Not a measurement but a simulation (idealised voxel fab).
The document below concerns the process module designated voxel capacitor over wiring.
For reference, the cross-section in this document is cut, with width 275 nm and square cells of 5 nm.
Notation: cross-section as square-cell grid; stated in bands, top first, going down; one or more cell rows per band.
What a band's entry tells you: where the top is and where the bottom is, as heights in nm, and after that what lies inside, material by material from left to right, each with its width in nm. Empty space is written as the word "blank", and a single material marked with the word "everywhere" occupies the band from edge to edge.
For the purposes of this specification, 0 denotes the height below which the wafer in its as-received condition is composed wholly of one material, and the lowermost band, lacking a lower limit, extends downward without end, as expressed in "0..down".
A width given as "30->40" starts at the first number in the band's top row and ends at the second number in its bottom row, shifting by an equal amount at every step from row to row.
Step marked "changes: none"? Then no cell in the cross-section changed in it.
Look at "Voids, fully enclosed" for the closed voids: empty spaces with no open path to the top, sized 8 cells or up. Each is width x height at distance, distance from the left edge, all nm.
Where a step's line continues beyond its settings, the continuation is a remark by the simulator itself on that step.
The "overlay nm" setting may appear on a step's line; for a step that uses a mask, it gives how far to the right of its planned position the mask lay, and a negative value indicates the left.
So here's the lineup of process steps we planned:
1) RECEIVE (material Si)
2) CONFORMAL_DEP (material SiO2; thk nm 15)
3) DIRECTIONAL_DEP (material TiN; thk nm 5)
4) DIRECTIONAL_DEP (material Ru; thk nm 25)
5) PATTERN (tone cover; mask id METAL_1; material resist; width nm 30; pitch nm 100; thk nm 20; overlay nm 0)
6) DIRECTIONAL_ETCH (etch materials Ru; depth nm 25)
7) DIRECTIONAL_ETCH (etch materials TiN; depth nm 5)
8) STRIP (etch materials resist)
9) FILL_DEP (material lowk; thk nm 10)
10) CMP (height nm 45)
11) CONFORMAL_DEP (material SiCN; thk nm 5)
12) DIRECTIONAL_DEP (material SiO2; thk nm 20)
13) MASKED_ETCH (tone open; mask id PLUG_1; width nm 15; etch materials SiO2; depth nm 20; overlay nm 0)
14) MASKED_ETCH (tone open; mask id PLUG_1; width nm 15; etch materials SiCN; depth nm 5; overlay nm 0)
15) CONFORMAL_DEP (material TiN; thk nm 5)
16) FILL_DEP (material W; thk nm 10)
17) CMP (height nm 70)
18) DIRECTIONAL_DEP (material TiN; thk nm 5)
19) DIRECTIONAL_DEP (material SiN; thk nm 5)
20) DIRECTIONAL_DEP (material TiN; thk nm 5)
21) PATTERN (tone cover; mask id UPPER_PLATE; material resist; width nm 75; thk nm 15; overlay nm 0)
22) DIRECTIONAL_ETCH (etch materials TiN; depth nm 5)
23) DIRECTIONAL_ETCH (etch materials SiN; depth nm 5)
24) STRIP (etch materials resist)
25) MASKED_ETCH (tone cover; mask id LOWER_PLATE; width nm 85; etch materials TiN; depth nm 5; overlay nm 0)
26) FILL_DEP (material SiO2; thk nm 20)
27) CMP (height nm 100)
28) DIRECTIONAL_DEP (material aC; thk nm 15)
29) PATTERN (tone open; mask id PLUG_2; material resist; width nm 15; thk nm 35; overlay nm 0)
30) DIRECTIONAL_ETCH (etch materials aC; depth nm 15)
31) STRIP (etch materials resist)
32) DIRECTIONAL_ETCH (etch materials SiO2; depth nm 15)
33) STRIP (etch materials aC)
34) CONFORMAL_DEP (material TiN; thk nm 5)
35) FILL_DEP (material W; thk nm 10)
36) CMP (height nm 100)
37) CONFORMAL_DEP (material SiN; thk nm 5)
Cross-section of the wafer as it came to us, i.e., already through step 1:
0..down: Si everywhere
Voids, fully enclosed: none
a wafer at the end: this start, this plan, one mistake:
105..100: SiN everywhere
100..95: SiO2 85 nm | TiN 75 nm | SiO2 115 nm
95..90: SiO2 85 nm | SiN 75 nm | SiO2 115 nm
90..85: SiO2 80 nm | TiN 85 nm | SiO2 110 nm
85..75: W everywhere
75..70: TiN 90 nm | W 5 nm | TiN 180 nm
70..50: SiO2 85 nm | TiN 5 nm | W 5 nm | TiN 5 nm | SiO2 175 nm
50..45: SiCN 85 nm | TiN 15 nm | SiCN 175 nm
45..20: lowk 70 nm | Ru 30 nm | lowk 70 nm | Ru 30 nm | lowk 75 nm
20..15: lowk 70 nm | TiN 30 nm | lowk 70 nm | TiN 30 nm | lowk 75 nm
15..0: SiO2 everywhere
0..down: Si everywhere
Voids, fully enclosed: none
Processing error: not run: step 17 of the plan (skipped)
